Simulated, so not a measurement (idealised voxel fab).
process module | voxel air gaps
cross-section cut | 155 nm wide | cells 5 nm
A cross-section is a grid of square cells, given in bands from the top down. A band is one or more rows of cells.
Each band's line starts with the height of the band's top and of its bottom, in nm. Then come its materials from left to right, each with its width in nm. One material with "throughout" fills the band from edge to edge. "air" is empty space.
Height 0 is the level under which the wafer as received is all one material. The lowest band goes on downwards, as in "0 down".
A width such as "30 to 40" changes by the same amount from each row of cells to the next, from the band's top row to its bottom row.
"no change" after a step means that no cell of the cross-section changed.
closed voids: empty space of 8 cells or more with no open way to the top, each as width x height at its distance from the left edge, in nm
after a step's settings: what the simulator itself notes on the step
overlay nm, on a step with a mask: how far to the right of its planned place the mask lay; to the left if negative
plan
1 op RECEIVE | material Si
2 op CONFORMAL_DEP | material SiO2 | thk nm 10
3 op CONFORMAL_DEP | material SiCN | thk nm 5
4 op DIRECTIONAL_DEP | material lowk | thk nm 30
5 op DIRECTIONAL_DEP | material aC | thk nm 10
6 op PATTERN | tone open | mask id LINES | material resist | width nm 20 | pitch nm 45 | thk nm 25 | overlay nm 0
7 op DIRECTIONAL_ETCH | etch materials aC | depth nm 10
8 op STRIP | etch materials resist
9 op DIRECTIONAL_ETCH | etch materials lowk | depth nm 30
10 op STRIP | etch materials aC
11 op CONFORMAL_DEP | material TiN | thk nm 5
12 op FILL_DEP | material Cu | thk nm 5
13 op CMP | height nm 45
14 op EPI | material Ru | thk nm 10
15 op SELECTIVE_ETCH | etch materials lowk | depth nm 40
16 op CONFORMAL_DEP | material SiCN | thk nm 5
varied across the wafers: thk nm of step 11. The plan shows the first wafer's value. All wafers start alike
first wafer as received, after step 1
  0 down: Si throughout
  closed voids: none
each wafer at the end: cells of each material gained (+) or lost (-) since it was received, then its closed voids
thk nm 5 | +30 Cu | +48 Ru | +126 SiCN | +62 SiO2 | +42 TiN | closed voids: 15 x 20 at 45; 15 x 20 at 90
thk nm 10 | +48 Ru | +126 SiCN | +62 SiO2 | +72 TiN | closed voids: 15 x 20 at 45; 15 x 20 at 90
thk nm 15 | +48 Ru | +126 SiCN | +62 SiO2 | +72 TiN | closed voids: 15 x 20 at 45; 15 x 20 at 90
thk nm 20 | +48 Ru | +126 SiCN | +62 SiO2 | +72 TiN | closed voids: 15 x 20 at 45; 15 x 20 at 90
